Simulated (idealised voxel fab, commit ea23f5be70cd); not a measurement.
process module | voxel capacitor over wiring
cross-section cut | 190 nm wide | cells 5 nm
A cross-section is a grid of square cells, given in bands from the top down. A band is one or more rows of cells.
Each band's line starts with the height of the band's top and of its bottom, in nm. Then come its materials from left to right, each with its width in nm. One material with "throughout" fills the band from edge to edge. "air" is empty space.
Height 0 is the level under which the wafer as received is all one material. The lowest band goes on downwards, as in "0 down".
A width such as "30 to 40" changes by the same amount from each row of cells to the next, from the band's top row to its bottom row.
"no change" after a step means that no cell of the cross-section changed.
closed voids: empty space of 8 cells or more with no open way to the top, each as width x height at its distance from the left edge, in nm
after a step's settings: what the simulator itself notes on the step
overlay nm, on a step with a mask: how far to the right of its planned place the mask lay; to the left if negative
plan
1 op RECEIVE | material Si
2 op CONFORMAL_DEP | material SiO2 | thk nm 15
3 op DIRECTIONAL_DEP | material TiN | thk nm 5
4 op DIRECTIONAL_DEP | material Ru | thk nm 20
5 op PATTERN | tone cover | mask id METAL_1 | material resist | width nm 25 | pitch nm 95 | thk nm 20 | overlay nm 0
6 op DIRECTIONAL_ETCH | etch materials Ru | depth nm 20
7 op DIRECTIONAL_ETCH | etch materials TiN | depth nm 5
8 op STRIP | etch materials resist
9 op CONFORMAL_DEP | material SiN | thk nm 5
10 op FILL_DEP | material SiO2 | thk nm 5
11 op CMP | height nm 40
12 op CONFORMAL_DEP | material SiCN | thk nm 5
13 op DIRECTIONAL_DEP | material SiO2 | thk nm 15
14 op DIRECTIONAL_DEP | material aC | thk nm 15
15 op PATTERN | tone open | mask id PLUG_1 | material resist | width nm 15 | thk nm 30 | overlay nm 0
16 op DIRECTIONAL_ETCH | etch materials aC | depth nm 15
17 op STRIP | etch materials resist
18 op DIRECTIONAL_ETCH | etch materials SiO2 | depth nm 15
19 op DIRECTIONAL_ETCH | etch materials SiCN | depth nm 5
20 op STRIP | etch materials aC
21 op CONFORMAL_DEP | material TiN | thk nm 5
22 op FILL_DEP | material W | thk nm 5
23 op CMP | height nm 60
24 op DIRECTIONAL_DEP | material TiN | thk nm 10
25 op DIRECTIONAL_DEP | material HfO2 | thk nm 5
26 op DIRECTIONAL_DEP | material TiN | thk nm 10
27 op PATTERN | tone cover | mask id UPPER_PLATE | material resist | width nm 75 | thk nm 15 | overlay nm 0
28 op DIRECTIONAL_ETCH | etch materials TiN | depth nm 10
29 op DIRECTIONAL_ETCH | etch materials HfO2 | depth nm 5
30 op STRIP | etch materials resist
31 op PATTERN | tone cover | mask id LOWER_PLATE | material resist | width nm 85 | thk nm 15 | overlay nm 0
32 op DIRECTIONAL_ETCH | etch materials TiN | depth nm 10
33 op STRIP | etch materials resist
34 op FILL_DEP | material SiO2 | thk nm 20
35 op CMP | height nm 100
36 op DIRECTIONAL_DEP | material aC | thk nm 15
37 op PATTERN | tone open | mask id PLUG_2 | material resist | width nm 15 | thk nm 30 | overlay nm 0
38 op DIRECTIONAL_ETCH | etch materials aC | depth nm 15
39 op STRIP | etch materials resist
40 op DIRECTIONAL_ETCH | etch materials SiO2 | depth nm 15
41 op STRIP | etch materials aC
42 op CONFORMAL_DEP | material TiN | thk nm 5
43 op FILL_DEP | material Cu | thk nm 10
44 op CMP | height nm 100
45 op CONFORMAL_DEP | material SiCN | thk nm 5
first wafer, as planned
as received, after step 1
  0 down: Si throughout
  closed voids: none
after step 2
  15 to 0: SiO2 throughout
  below 0: unchanged
after step 3
  20 to 15: TiN throughout
  below 15: unchanged
after step 4
  40 to 20: Ru throughout
  below 20: unchanged
after step 5
  60 to 40: air 35 | resist 25 | air 70 | resist 25 | air 35
  below 40: unchanged
after step 6
  60 to 40: air 35 | resist 25 | air 70 | resist 25 | air 35
  40 to 20: air 35 | Ru 25 | air 70 | Ru 25 | air 35
  below 20: unchanged
after step 7
  60 to 40: air 35 | resist 25 | air 70 | resist 25 | air 35
  40 to 20: air 35 | Ru 25 | air 70 | Ru 25 | air 35
  20 to 15: air 35 | TiN 25 | air 70 | TiN 25 | air 35
  below 15: unchanged
after step 8
  40 to 20: air 35 | Ru 25 | air 70 | Ru 25 | air 35
  below 20: unchanged
after step 9
  45 to 40: air 30 | SiN 35 | air 60 | SiN 35 | air 30
  40 to 20: air 30 | SiN 5 | Ru 25 | SiN 5 | air 60 | SiN 5 | Ru 25 | SiN 5 | air 30
  20 to 15: SiN 35 | TiN 25 | SiN 70 | TiN 25 | SiN 35
  below 15: unchanged
after step 10
  50 to 45: SiO2 throughout
  45 to 40: SiO2 30 | SiN 35 | SiO2 60 | SiN 35 | SiO2 30
  40 to 20: SiO2 30 | SiN 5 | Ru 25 | SiN 5 | SiO2 60 | SiN 5 | Ru 25 | SiN 5 | SiO2 30
  below 20: unchanged
after step 11
  40 to 20: SiO2 30 | SiN 5 | Ru 25 | SiN 5 | SiO2 60 | SiN 5 | Ru 25 | SiN 5 | SiO2 30
  below 20: unchanged
after step 12
  45 to 40: SiCN throughout
  below 40: unchanged
after step 13
  60 to 45: SiO2 throughout
  below 45: unchanged
after step 14
  75 to 60: aC throughout
  below 60: unchanged
after step 15
  105 to 75: resist 45 | air 15 | resist 130
  below 75: unchanged
after step 16
  90 to 75: resist 45 | air 15 | resist 130
  75 to 60: aC 45 | air 15 | aC 130
  below 60: unchanged
after step 17
  75 to 60: aC 45 | air 15 | aC 130
  below 60: unchanged
after step 18
  75 to 60: aC 45 | air 15 | aC 130
  60 to 45: SiO2 45 | air 15 | SiO2 130
  below 45: unchanged
after step 19
  75 to 60: aC 45 | air 15 | aC 130
  60 to 45: SiO2 45 | air 15 | SiO2 130
  45 to 40: SiCN 45 | air 15 | SiCN 130
  below 40: unchanged
after step 20
  60 to 45: SiO2 45 | air 15 | SiO2 130
  below 45: unchanged
after step 21
  65 to 60: TiN 50 | air 5 | TiN 135
  60 to 45: SiO2 45 | TiN 5 | air 5 | TiN 5 | SiO2 130
  45 to 40: SiCN 45 | TiN 15 | SiCN 130
  below 40: unchanged
after step 22
  70 to 65: W throughout
  65 to 60: TiN 50 | W 5 | TiN 135
  60 to 45: SiO2 45 | TiN 5 | W 5 | TiN 5 | SiO2 130
  below 45: unchanged
after step 23
  60 to 45: SiO2 45 | TiN 5 | W 5 | TiN 5 | SiO2 130
  below 45: unchanged
after step 24
  70 to 60: TiN throughout
  below 60: unchanged
after step 25
  75 to 70: HfO2 throughout
  below 70: unchanged
after step 26
  85 to 75: TiN throughout
  below 75: unchanged
after step 27
  100 to 85: air 45 | resist 75 | air 70
  below 85: unchanged
after step 28
  100 to 85: air 45 | resist 75 | air 70
  85 to 75: air 45 | TiN 75 | air 70
  below 75: unchanged
after step 29
  100 to 85: air 45 | resist 75 | air 70
  85 to 75: air 45 | TiN 75 | air 70
  75 to 70: air 45 | HfO2 75 | air 70
  below 70: unchanged
after step 30
  85 to 75: air 45 | TiN 75 | air 70
  below 75: unchanged
after step 31
  100 to 85: air 40 | resist 85 | air 65
  85 to 75: air 40 | resist 5 | TiN 75 | resist 5 | air 65
  75 to 70: air 40 | resist 5 | HfO2 75 | resist 5 | air 65
  below 70: unchanged
after step 32
  100 to 85: air 40 | resist 85 | air 65
  85 to 75: air 40 | resist 5 | TiN 75 | resist 5 | air 65
  75 to 70: air 40 | resist 5 | HfO2 75 | resist 5 | air 65
  70 to 60: air 40 | TiN 85 | air 65
  below 60: unchanged
after step 33
  85 to 75: air 45 | TiN 75 | air 70
  75 to 70: air 45 | HfO2 75 | air 70
  below 70: unchanged
after step 34
  105 to 85: SiO2 throughout
  85 to 75: SiO2 45 | TiN 75 | SiO2 70
  75 to 70: SiO2 45 | HfO2 75 | SiO2 70
  70 to 60: SiO2 40 | TiN 85 | SiO2 65
  below 60: unchanged
after step 35
  100 to 85: SiO2 throughout
  below 85: unchanged
after step 36
  115 to 100: aC throughout
  below 100: unchanged
after step 37
  145 to 115: resist 55 | air 15 | resist 120
  below 115: unchanged
after step 38
  130 to 115: resist 55 | air 15 | resist 120
  115 to 100: aC 55 | air 15 | aC 120
  below 100: unchanged
after step 39
  115 to 100: aC 55 | air 15 | aC 120
  below 100: unchanged
after step 40
  115 to 100: aC 55 | air 15 | aC 120
  100 to 85: SiO2 55 | air 15 | SiO2 120
  below 85: unchanged
after step 41
  100 to 85: SiO2 55 | air 15 | SiO2 120
  below 85: unchanged
after step 42
  105 to 100: TiN 60 | air 5 | TiN 125
  100 to 90: SiO2 55 | TiN 5 | air 5 | TiN 5 | SiO2 120
  90 to 85: SiO2 55 | TiN 15 | SiO2 120
  below 85: unchanged
after step 43
  115 to 105: Cu throughout
  105 to 100: TiN 60 | Cu 5 | TiN 125
  100 to 90: SiO2 55 | TiN 5 | Cu 5 | TiN 5 | SiO2 120
  below 90: unchanged
after step 44
  100 to 90: SiO2 55 | TiN 5 | Cu 5 | TiN 5 | SiO2 120
  below 90: unchanged
after step 45
  105 to 100: SiCN throughout
  below 100: unchanged
second wafer: like start, like plan, one mistake. Through step 1 it matches the first wafer
when step 2 should have ended
  15 to 0: SiN throughout
  below 0: unchanged
when step 3 should have ended
  20 to 15: TiN throughout
  below 15: unchanged
when step 4 should have ended
  40 to 20: Ru throughout
  below 20: unchanged
when step 5 should have ended
  60 to 40: air 35 | resist 25 | air 70 | resist 25 | air 35
  below 40: unchanged
when step 6 should have ended
  60 to 40: air 35 | resist 25 | air 70 | resist 25 | air 35
  40 to 20: air 35 | Ru 25 | air 70 | Ru 25 | air 35
  below 20: unchanged
when step 7 should have ended
  60 to 40: air 35 | resist 25 | air 70 | resist 25 | air 35
  40 to 20: air 35 | Ru 25 | air 70 | Ru 25 | air 35
  20 to 15: air 35 | TiN 25 | air 70 | TiN 25 | air 35
  below 15: unchanged
when step 8 should have ended
  40 to 20: air 35 | Ru 25 | air 70 | Ru 25 | air 35
  below 20: unchanged
when step 9 should have ended
  45 to 40: air 30 | SiN 35 | air 60 | SiN 35 | air 30
  40 to 20: air 30 | SiN 5 | Ru 25 | SiN 5 | air 60 | SiN 5 | Ru 25 | SiN 5 | air 30
  20 to 15: SiN 35 | TiN 25 | SiN 70 | TiN 25 | SiN 35
  below 15: unchanged
when step 10 should have ended
  50 to 45: SiO2 throughout
  45 to 40: SiO2 30 | SiN 35 | SiO2 60 | SiN 35 | SiO2 30
  40 to 20: SiO2 30 | SiN 5 | Ru 25 | SiN 5 | SiO2 60 | SiN 5 | Ru 25 | SiN 5 | SiO2 30
  below 20: unchanged
when step 11 should have ended
  40 to 20: SiO2 30 | SiN 5 | Ru 25 | SiN 5 | SiO2 60 | SiN 5 | Ru 25 | SiN 5 | SiO2 30
  below 20: unchanged
when step 12 should have ended
  45 to 40: SiCN throughout
  below 40: unchanged
when step 13 should have ended
  60 to 45: SiO2 throughout
  below 45: unchanged
when step 14 should have ended
  75 to 60: aC throughout
  below 60: unchanged
when step 15 should have ended
  105 to 75: resist 45 | air 15 | resist 130
  below 75: unchanged
when step 16 should have ended
  90 to 75: resist 45 | air 15 | resist 130
  75 to 60: aC 45 | air 15 | aC 130
  below 60: unchanged
when step 17 should have ended
  75 to 60: aC 45 | air 15 | aC 130
  below 60: unchanged
when step 18 should have ended
  75 to 60: aC 45 | air 15 | aC 130
  60 to 45: SiO2 45 | air 15 | SiO2 130
  below 45: unchanged
when step 19 should have ended
  75 to 60: aC 45 | air 15 | aC 130
  60 to 45: SiO2 45 | air 15 | SiO2 130
  45 to 40: SiCN 45 | air 15 | SiCN 130
  below 40: unchanged
when step 20 should have ended
  60 to 45: SiO2 45 | air 15 | SiO2 130
  below 45: unchanged
when step 21 should have ended
  65 to 60: TiN 50 | air 5 | TiN 135
  60 to 45: SiO2 45 | TiN 5 | air 5 | TiN 5 | SiO2 130
  45 to 40: SiCN 45 | TiN 15 | SiCN 130
  below 40: unchanged
when step 22 should have ended
  70 to 65: W throughout
  65 to 60: TiN 50 | W 5 | TiN 135
  60 to 45: SiO2 45 | TiN 5 | W 5 | TiN 5 | SiO2 130
  below 45: unchanged
when step 23 should have ended
  60 to 45: SiO2 45 | TiN 5 | W 5 | TiN 5 | SiO2 130
  below 45: unchanged
when step 24 should have ended
  70 to 60: TiN throughout
  below 60: unchanged
when step 25 should have ended
  75 to 70: HfO2 throughout
  below 70: unchanged
when step 26 should have ended
  85 to 75: TiN throughout
  below 75: unchanged
when step 27 should have ended
  100 to 85: air 45 | resist 75 | air 70
  below 85: unchanged
when step 28 should have ended
  100 to 85: air 45 | resist 75 | air 70
  85 to 75: air 45 | TiN 75 | air 70
  below 75: unchanged
when step 29 should have ended
  100 to 85: air 45 | resist 75 | air 70
  85 to 75: air 45 | TiN 75 | air 70
  75 to 70: air 45 | HfO2 75 | air 70
  below 70: unchanged
when step 30 should have ended
  85 to 75: air 45 | TiN 75 | air 70
  below 75: unchanged
when step 31 should have ended
  100 to 85: air 40 | resist 85 | air 65
  85 to 75: air 40 | resist 5 | TiN 75 | resist 5 | air 65
  75 to 70: air 40 | resist 5 | HfO2 75 | resist 5 | air 65
  below 70: unchanged
when step 32 should have ended
  100 to 85: air 40 | resist 85 | air 65
  85 to 75: air 40 | resist 5 | TiN 75 | resist 5 | air 65
  75 to 70: air 40 | resist 5 | HfO2 75 | resist 5 | air 65
  70 to 60: air 40 | TiN 85 | air 65
  below 60: unchanged
when step 33 should have ended
  85 to 75: air 45 | TiN 75 | air 70
  75 to 70: air 45 | HfO2 75 | air 70
  below 70: unchanged
when step 34 should have ended
  105 to 85: SiO2 throughout
  85 to 75: SiO2 45 | TiN 75 | SiO2 70
  75 to 70: SiO2 45 | HfO2 75 | SiO2 70
  70 to 60: SiO2 40 | TiN 85 | SiO2 65
  below 60: unchanged
when step 35 should have ended
  100 to 85: SiO2 throughout
  below 85: unchanged
when step 36 should have ended
  115 to 100: aC throughout
  below 100: unchanged
when step 37 should have ended
  145 to 115: resist 55 | air 15 | resist 120
  below 115: unchanged
when step 38 should have ended
  130 to 115: resist 55 | air 15 | resist 120
  115 to 100: aC 55 | air 15 | aC 120
  below 100: unchanged
when step 39 should have ended
  115 to 100: aC 55 | air 15 | aC 120
  below 100: unchanged
when step 40 should have ended
  115 to 100: aC 55 | air 15 | aC 120
  100 to 85: SiO2 55 | air 15 | SiO2 120
  below 85: unchanged
when step 41 should have ended
  100 to 85: SiO2 55 | air 15 | SiO2 120
  below 85: unchanged
when step 42 should have ended
  105 to 100: TiN 60 | air 5 | TiN 125
  100 to 90: SiO2 55 | TiN 5 | air 5 | TiN 5 | SiO2 120
  90 to 85: SiO2 55 | TiN 15 | SiO2 120
  below 85: unchanged
when step 43 should have ended
  115 to 105: Cu throughout
  105 to 100: TiN 60 | Cu 5 | TiN 125
  100 to 90: SiO2 55 | TiN 5 | Cu 5 | TiN 5 | SiO2 120
  below 90: unchanged
when step 44 should have ended
  100 to 90: SiO2 55 | TiN 5 | Cu 5 | TiN 5 | SiO2 120
  below 90: unchanged
when step 45 should have ended
  105 to 100: SiCN throughout
  below 100: unchanged
what went wrong: step 2 ran as: op CONFORMAL_DEP | material SiN | thk nm 15
at the end the second wafer has, in cells: 114 more of SiN | 114 fewer of SiO2
